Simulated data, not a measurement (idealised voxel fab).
The following process module bears the name voxel ribs on slabs.
For reference, the cross-section in this document is cut, with width 250 nm and square cells of 5 nm.
Bands, listed from the top down, are how a cross-section gets written in this document; the cross-section itself is a grid of square cells, and a band is one or more rows of them.
Look at the band entry: it leads with the top's height and the bottom's height in nm. Then it lists the materials left to right, with a width in nm for each. The word "full width" on a single material says that material fills the band edge to edge. The word "blank" is empty space.
It should be noted that heights are counted from 0, beneath which the wafer as supplied is of one material throughout, and that the lowest band possesses no lower boundary but continues downward, as written in "top 0, no bottom".
Width spec "30..40" -> top row of cells at first value, bottom row at second value, equal per-row change in between.
What does "left unchanged" mean for a step? It means no cell of the cross-section changed in that step.
Basically, "Fully closed voids" tells you about the enclosed voids: empty spaces with no open way to the top, 8 cells or bigger, each written width x height at distance, where distance is from the left edge, all in nm.
Post-settings text on a step line: simulator's own remark regarding the step.
For masked steps, "overlay nm" on the step line gives how far right of plan the mask actually lay; a minus sign means it lay to the left.

**List of planned process steps**
| 1 | RECEIVE, material Si |
| 2 | DIRECTIONAL_DEP, material SiO2, thk nm 30 |
| 3 | DIRECTIONAL_DEP, material SiN, thk nm 15 |
| 4 | PATTERN, tone cover, mask id RIB, material resist, width nm 25, thk nm 15, overlay nm 0 |
| 5 | DIRECTIONAL_ETCH, etch materials SiN, depth nm 5 |
| 6 | STRIP, etch materials resist |
| 7 | MASKED_ETCH, tone cover, mask id SLAB, width nm 55, etch materials SiN, depth nm 10, overlay nm 0 |
| 8 | FILL_DEP, material SiO2, thk nm 20 |
| 9 | CMP, height nm 60 |
| 10 | DIRECTIONAL_DEP, material W, thk nm 5 |
| 11 | MASKED_ETCH, tone cover, mask id HEATER, width nm 35, etch materials W, depth nm 5, overlay nm 0 |
| 12 | CONFORMAL_DEP, material SiN, thk nm 10 |

**Step 1 complete: cross-section of the wafer as received**
- top 0, no bottom = Si full width
- Fully closed voids: none

**End state of the module in cross-section, given the above starting point and plan and one mistake in execution**
- top 75, bottom 70 = 95 nm blank, then 55 nm SiN, then 100 nm blank
- top 70, bottom 65 = SiN full width
- top 65, bottom 60 = 105 nm SiN, then 35 nm W, then 110 nm SiN
- top 60, bottom 45 = SiO2 full width
- top 45, bottom 40 = 110 nm SiO2, then 30 nm SiN, then 110 nm SiO2
- top 40, bottom 30 = 95 nm SiO2, then 55 nm SiN, then 100 nm SiO2
- top 30, bottom 0 = SiO2 full width
- top 0, no bottom = Si full width
- Fully closed voids: none
Against the plan, the run slipped here: step 4 changed vs plan, executed as PATTERN, tone cover, mask id RIB, material resist, width nm 30, thk nm 15, overlay nm 0
